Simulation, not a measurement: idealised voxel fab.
Presented below is a process module, voxel released beams.
Cross-section cut: width 175 nm, square cells of 5 nm.
Cross-section format: a grid of square cells, given as bands from top to bottom; each band is one or more rows of cells. Read a band's entry like this: the first values are the height of its top and the height of its bottom in nm, and what follows is the sequence of materials from left to right, each with its width in nm. Note that "empty" is empty space, and that a single material marked "all across" reaches across the band from edge to edge. Height 0 is the level under which the wafer as received is all one material. The lowest band goes on downwards, as in "0 and below". The notation "30->40" denotes a width that varies across the rows of cells in the band, beginning at the first number in the top row, finishing at the second number in the bottom row, and changing by an identical amount from each row to the next. No cell of the cross-section changed in a step that is given as "nothing changed". Voids not open to the top, 8 cells minimum: see "Closed void listing". Written width x height at distance; distance is from the left edge; nm. Step line, after settings: the simulator's comment on this step. overlay nm: on a step with a mask, how far right of its planned place the mask lay; negative means left.
Process steps foreseen in the plan:
| 1 | RECEIVE [material Si] |
| 2 | CONFORMAL_DEP [material SiN] [thk nm 5] |
| 3 | DIRECTIONAL_DEP [material SiO2] [thk nm 15] |
| 4 | PATTERN [tone open] [mask id ANCHOR] [material resist] [width nm 15] [thk nm 15] [overlay nm 0] |
| 5 | DIRECTIONAL_ETCH [etch materials SiO2] [depth nm 15] |
| 6 | STRIP [etch materials resist] |
| 7 | CONFORMAL_DEP [material TiN] [thk nm 10] |
| 8 | DIRECTIONAL_DEP [material aC] [thk nm 15] |
| 9 | PATTERN [tone cover] [mask id BEAM] [material resist] [width nm 95] [thk nm 30] [overlay nm 0] |
| 10 | DIRECTIONAL_ETCH [etch materials aC] [depth nm 15] |
| 11 | STRIP [etch materials resist] |
| 12 | DIRECTIONAL_ETCH [etch materials TiN] [depth nm 10] |
| 13 | STRIP [etch materials aC] |
| 14 | STRIP [etch materials SiO2] |
The width nm used in step 4 is not the same on every wafer, whereas the starting condition is; the value printed in the plan is the first wafer's.
Cross-section, first of several wafers, as delivered after step 1:
  0 and below  Si all across
  Closed void listing: none
Rows = wafers. At module end, each row lists per material the cells gained (+) or lost (-) since the wafer was received, then the closed voids:
width nm 15 | +35 SiN | +47 TiN | Closed void listing: none
width nm 20 | +35 SiN | +50 TiN | Closed void listing: none
width nm 25 | +35 SiN | +50 TiN | Closed void listing: none
width nm 30 | +35 SiN | +50 TiN | Closed void listing: none
width nm 35 | +35 SiN | +50 TiN | Closed void listing: none
width nm 40 | +35 SiN | +50 TiN | Closed void listing: none
